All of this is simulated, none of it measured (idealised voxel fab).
This is a process module. Its name is voxel double patterning.
Displayed cross-section: cut, width of 300 nm, square cells sized 5 nm.
Notation: cross-section as square-cell grid; stated in bands, top first, going down; one or more cell rows per band.
Basically the band line says how high the top is and how high the bottom is, in nm, and then what's in it from left to right, every material with its width in nm. Empty space shows up as "blank", and if a single material carries "all across" it runs the full band edge to edge.
We count height from 0. Below that, the starting wafer is all one material. The lowest band never ends at the bottom but goes on down; see "0..down" for how that is written.
So if you see something like "30 to 40" for the width, read it as the top row of the band sitting at the first number and the bottom row at the second, with every row in between moving by the same amount as the last.
"nothing changed" means the step left every cell of the cross-section as it was.
Empty spaces without an open route to the top, at least 8 cells in extent, make up the entry "closed voids"; each is given as width x height at distance, where the distance is measured from the left edge, and all are in nm.
Anything after a step's settings on that line? It's the simulator's own note about the step.
The optional step-line setting "overlay nm" applies to steps with a mask and quantifies how far to the right of its planned location the mask lay, a negative value indicating leftward placement.
## This section lists the process steps that were planned
1 RECEIVE [material Si]
2 CONFORMAL_DEP [material SiN] [thk nm 5]
3 DIRECTIONAL_DEP [material SiO2] [thk nm 20]
4 DIRECTIONAL_DEP [material SiCN] [thk nm 10]
5 DIRECTIONAL_DEP [material aC] [thk nm 10]
6 PATTERN [tone open] [mask id FIRST] [material resist] [width nm 15] [pitch nm 50] [thk nm 25] [overlay nm 0]
7 DIRECTIONAL_ETCH [etch materials aC] [depth nm 10]
8 STRIP [etch materials resist]
9 DIRECTIONAL_ETCH [etch materials SiCN] [depth nm 10]
10 STRIP [etch materials aC]
11 DIRECTIONAL_DEP [material aC] [thk nm 10]
12 PATTERN [tone open] [mask id SECOND] [material resist] [width nm 15] [pitch nm 50] [thk nm 30] [overlay nm 0]
13 DIRECTIONAL_ETCH [etch materials aC] [depth nm 10]
14 STRIP [etch materials resist]
15 DIRECTIONAL_ETCH [etch materials SiCN] [depth nm 10]
16 STRIP [etch materials aC]
17 DIRECTIONAL_ETCH [etch materials SiO2] [depth nm 20]
18 STRIP [etch materials SiCN]
## Incoming wafer in cross-section (state: after step 1)
  0..down | Si all across
  closed voids: none
## Here's the cross-section of the first of our two wafers at the end of the module - it ran as planned
  25..5 | SiO2 90 nm | blank 15 nm | SiO2 10 nm | blank 15 nm | SiO2 10 nm | blank 15 nm | SiO2 10 nm | blank 15 nm | SiO2 10 nm | blank 15 nm | SiO2 95 nm
  5..0 | SiN all across
  0..down | Si all across
  closed voids: none
## Second wafer of the two, sectioned at the end of the module. It began like the first and followed the same plan, but one mistake was made while running it
  15..5 | SiO2 90 nm | blank 15 nm | SiO2 10 nm | blank 15 nm | SiO2 10 nm | blank 15 nm | SiO2 10 nm | blank 15 nm | SiO2 10 nm | blank 15 nm | SiO2 95 nm
  5..0 | SiN all across
  0..down | Si all across
  closed voids: none
Which mistake was made when the wafer was run? rather than as planned, step 3 actually ran as DIRECTIONAL_DEP [material SiO2] [thk nm 10]
Wrapping up, a cell-based count of both wafers puts the second over or under the first for these materials: SiO2 -90
